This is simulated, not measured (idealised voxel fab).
The following is a process module called voxel released beams.
cross-section cut | 240 nm wide | cells 5 nm
Think of the cross-section as a grid of square cells. We describe it in bands, top to bottom, and each band covers one or more rows of those cells. For a band, the entry starts with two heights in nm, that of the top and then that of the bottom, and carries on with the band's materials in order from left to right, each alongside its width in nm; the word "throughout" beside a single material means it fills the band edge to edge, and "blank" means empty space. For the purposes of this specification, 0 denotes the height below which the wafer in its as-received condition is composed wholly of one material, and the lowermost band, lacking a lower limit, extends downward without end, as expressed in "from 0 down". The two numbers in a width such as "30 to 40" mark its ends across the band: the first belongs to the top row of cells, the second to the bottom row, and from each row to the next the width moves by the same amount. When a step is marked "nothing changed", none of the cells in the cross-section changed during that step. "Fully enclosed voids" enumerates empty spaces isolated from the top, with no open way to it, that contain at least 8 cells, giving each as width x height at distance from the left edge, all three in nm. That trailing text on a step's line, after the settings, is the simulator's own remark on the step. A step line may carry the setting "overlay nm", which, for steps involving a mask, states the distance by which the mask lay to the right of its intended position; negative values denote displacement to the left.
# Planned process steps
1) RECEIVE [material Si]
2) CONFORMAL_DEP [material Al2O3] [thk nm 5]
3) DIRECTIONAL_DEP [material SiO2] [thk nm 20]
4) DIRECTIONAL_DEP [material aC] [thk nm 15]
5) PATTERN [tone open] [mask id ANCHOR] [material resist] [width nm 45] [thk nm 35] [overlay nm 0]
6) DIRECTIONAL_ETCH [etch materials aC] [depth nm 15]
7) STRIP [etch materials resist]
8) DIRECTIONAL_ETCH [etch materials SiO2] [depth nm 20]
9) STRIP [etch materials aC]
10) CONFORMAL_DEP [material polySi] [thk nm 15]
11) MASKED_ETCH [tone cover] [mask id BEAM] [width nm 100] [etch materials polySi] [depth nm 15] [overlay nm 0]
12) STRIP [etch materials SiO2]
# The first of the two wafers, which ran as planned
# Cross-section: wafer on arrival = after step 1
from 0 down = Si throughout
Fully enclosed voids: none
# After step 2: wafer cross-section
from 5 to 0 = Al2O3 throughout
Unchanged below 0.
# After step 3: wafer cross-section
from 25 to 5 = SiO2 throughout
Unchanged below 5.
# After step 4: wafer cross-section
from 40 to 25 = aC throughout
Unchanged below 25.
# After step 5: wafer cross-section
from 75 to 40 = 70 of resist, 45 of blank, 125 of resist
Unchanged below 40.
# After step 6: wafer cross-section
from 60 to 40 = 70 of resist, 45 of blank, 125 of resist
from 40 to 25 = 70 of aC, 45 of blank, 125 of aC
Unchanged below 25.
# After step 7: wafer cross-section
from 40 to 25 = 70 of aC, 45 of blank, 125 of aC
Unchanged below 25.
# After step 8: wafer cross-section
from 40 to 25 = 70 of aC, 45 of blank, 125 of aC
from 25 to 5 = 70 of SiO2, 45 of blank, 125 of SiO2
Unchanged below 5.
# After step 9: wafer cross-section
from 25 to 5 = 70 of SiO2, 45 of blank, 125 of SiO2
Unchanged below 5.
# After step 10: wafer cross-section
from 40 to 25 = 85 of polySi, 15 of blank, 140 of polySi
from 25 to 20 = 70 of SiO2, 15 of polySi, 15 of blank, 15 of polySi, 125 of SiO2
from 20 to 5 = 70 of SiO2, 45 of polySi, 125 of SiO2
Unchanged below 5.
# After step 11: wafer cross-section
from 40 to 25 = 65 of blank, 20 of polySi, 15 of blank, 65 of polySi, 75 of blank
Unchanged below 25.
# After step 12: wafer cross-section
from 40 to 25 = 65 of blank, 20 of polySi, 15 of blank, 65 of polySi, 75 of blank
from 25 to 20 = 70 of blank, 15 of polySi, 15 of blank, 15 of polySi, 125 of blank
from 20 to 5 = 70 of blank, 45 of polySi, 125 of blank
Unchanged below 5.
# Companion wafer, the second of two: same beginning, same intended sequence, one mistake in carrying it out; through step 2 inclusive it tracks the first exactly
# Second wafer, cross-section, planned end of step 3
from 20 to 5 = SiO2 throughout
Unchanged below 5.
# Second wafer, cross-section, planned end of step 4
from 35 to 20 = aC throughout
Unchanged below 20.
# Second wafer, cross-section, planned end of step 5
from 70 to 35 = 70 of resist, 45 of blank, 125 of resist
Unchanged below 35.
# Second wafer, cross-section, planned end of step 6
from 55 to 35 = 70 of resist, 45 of blank, 125 of resist
from 35 to 20 = 70 of aC, 45 of blank, 125 of aC
Unchanged below 20.
# Second wafer, cross-section, planned end of step 7
from 35 to 20 = 70 of aC, 45 of blank, 125 of aC
Unchanged below 20.
# Second wafer, cross-section, planned end of step 8
from 35 to 20 = 70 of aC, 45 of blank, 125 of aC
from 20 to 5 = 70 of SiO2, 45 of blank, 125 of SiO2
Unchanged below 5.
# Second wafer, cross-section, planned end of step 9
from 20 to 5 = 70 of SiO2, 45 of blank, 125 of SiO2
Unchanged below 5.
# Second wafer, cross-section, planned end of step 10
from 35 to 20 = 85 of polySi, 15 of blank, 140 of polySi
from 20 to 5 = 70 of SiO2, 45 of polySi, 125 of SiO2
Unchanged below 5.
# Second wafer, cross-section, planned end of step 11
from 35 to 20 = 65 of blank, 20 of polySi, 15 of blank, 65 of polySi, 75 of blank
Unchanged below 20.
# Second wafer, cross-section, planned end of step 12
from 35 to 20 = 65 of blank, 20 of polySi, 15 of blank, 65 of polySi, 75 of blank
from 20 to 5 = 70 of blank, 45 of polySi, 125 of blank
Unchanged below 5.
Which mistake was made when the wafer was run? it should be noted that step 3 was executed with settings other than those planned, the operation and settings actually applied being DIRECTIONAL_DEP [material SiO2] [thk nm 15]
At the finish, the second wafer shows more or fewer cells for some materials than the first does: polySi -6
